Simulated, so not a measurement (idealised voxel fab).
Proc. module: voxel gate over fins
Each square cell in cross-section cut measures 5 nm, and the section as a whole is 260 nm wide.
Think of the cross-section as a grid of square cells. We describe it in bands, top to bottom, and each band covers one or more rows of those cells. Top height, bottom height, nm. Materials left to right, width each, nm. Single material + "all across" = fills band edge to edge. "empty" = empty. Height datum 0, below which the as-received substrate wafer is one material. Lowest band open at the bottom, running downward: "0 and below". A two-number width, for instance "30 to 40", indicates that the width is equal to the first number in the top row of the band and to the second number in the bottom row, and that it changes by a constant amount per row of cells. Given "identical to before" for a step, no cell of the cross-section differs between before and after that step. In "Closed-off voids" the enclosed voids are listed, meaning empty spaces of 8 cells or larger without any opening to the top. The form is width x height at distance, distance from the left edge, units nm. Anything after a step's settings on that line? It's the simulator's own note about the step. "overlay nm" on a masked step: distance the mask lay right of its planned place, negative for left.

List of planned process steps:
| 1 | RECEIVE [material Si] |
| 2 | CONFORMAL_DEP [material SiN] [thk nm 5] |
| 3 | MASKED_ETCH [tone cover] [mask id FINS] [width nm 15] [pitch nm 60] [etch materials SiN] [depth nm 5] [overlay nm 0] |
| 4 | MASKED_ETCH [tone cover] [mask id FINS] [width nm 15] [pitch nm 60] [etch materials Si] [depth nm 35] [overlay nm 0] |
| 5 | OXIDIZE [depth nm 5] |
| 6 | FILL_DEP [material SiO2] [thk nm 5] |
| 7 | CMP [height nm 5] |
| 8 | MASKED_ETCH [tone open] [mask id RAIL] [width nm 15] [etch materials SiO2] [depth nm 35] [overlay nm 0] |
| 9 | CONFORMAL_DEP [material TiN] [thk nm 5] |
| 10 | FILL_DEP [material Ru] [thk nm 10] |
| 11 | CMP [height nm 5] |
| 12 | SELECTIVE_ETCH [etch materials W Ru TiN] [depth nm 20] |
| 13 | FILL_DEP [material SiO2] [thk nm 5] |
| 14 | CMP [height nm 5] |
| 15 | SELECTIVE_ETCH [etch materials SiO2] [depth nm 15] |
| 16 | STRIP [etch materials SiN] |
| 17 | CONFORMAL_DEP [material HfO2] [thk nm 5] |
| 18 | CONFORMAL_DEP [material TiN] [thk nm 5] |
| 19 | FILL_DEP [material W] [thk nm 15] |
| 20 | CMP [height nm 20] |
| 21 | CONFORMAL_DEP [material SiN] [thk nm 10] |

Incoming wafer in cross-section (state: after step 1):
0 and below = Si all across
Closed-off voids: none

Figure: cross-sectional view of the wafer upon completion of the module, processed from the initial state and according to the plan depicted above, with one error introduced during execution:
30 down to 20 = SiN all across
20 down to 10 = W all across
10 down to 5 = W (55), then TiN (25), then W (35), then TiN (25), then W (35), then TiN (25), then W (60)
5 down to 0 = W (55), then TiN (5), then HfO2 (15), then TiN (15), then W (25), then TiN (5), then HfO2 (15), then TiN (15), then W (25), then TiN (5), then HfO2 (15), then TiN (15), then W (50)
0 down to -5 = TiN (60), then HfO2 (5), then Si (5), then HfO2 (15), then TiN (35), then HfO2 (5), then Si (5), then HfO2 (15), then TiN (35), then HfO2 (5), then Si (5), then HfO2 (15), then TiN (55)
-5 down to -10 = HfO2 (65), then Si (15), then HfO2 (45), then Si (15), then HfO2 (45), then Si (15), then HfO2 (60)
-10 down to -15 = SiO2 (65), then Si (15), then SiO2 (45), then Si (15), then SiO2 (45), then Si (15), then SiO2 (60)
-15 down to -25 = SiO2 (65), then Si (15), then SiO2 (10), then TiN (5), then Ru (5), then TiN (5), then SiO2 (20), then Si (15), then SiO2 (45), then Si (15), then SiO2 (60)
-25 down to -30 = SiO2 (65), then Si (15), then SiO2 (10), then TiN (15), then SiO2 (20), then Si (15), then SiO2 (45), then Si (15), then SiO2 (60)
-30 down to -40 = SiO2 (65), then Si (15), then SiO2 (45), then Si (15), then SiO2 (45), then Si (15), then SiO2 (60)
-40 and below = Si all across
Closed-off voids: none
Run error: not per plan at step 4, really ran MASKED_ETCH [tone cover] [mask id FINS] [width nm 15] [pitch nm 60] [etch materials Si] [depth nm 35] [overlay nm 10]
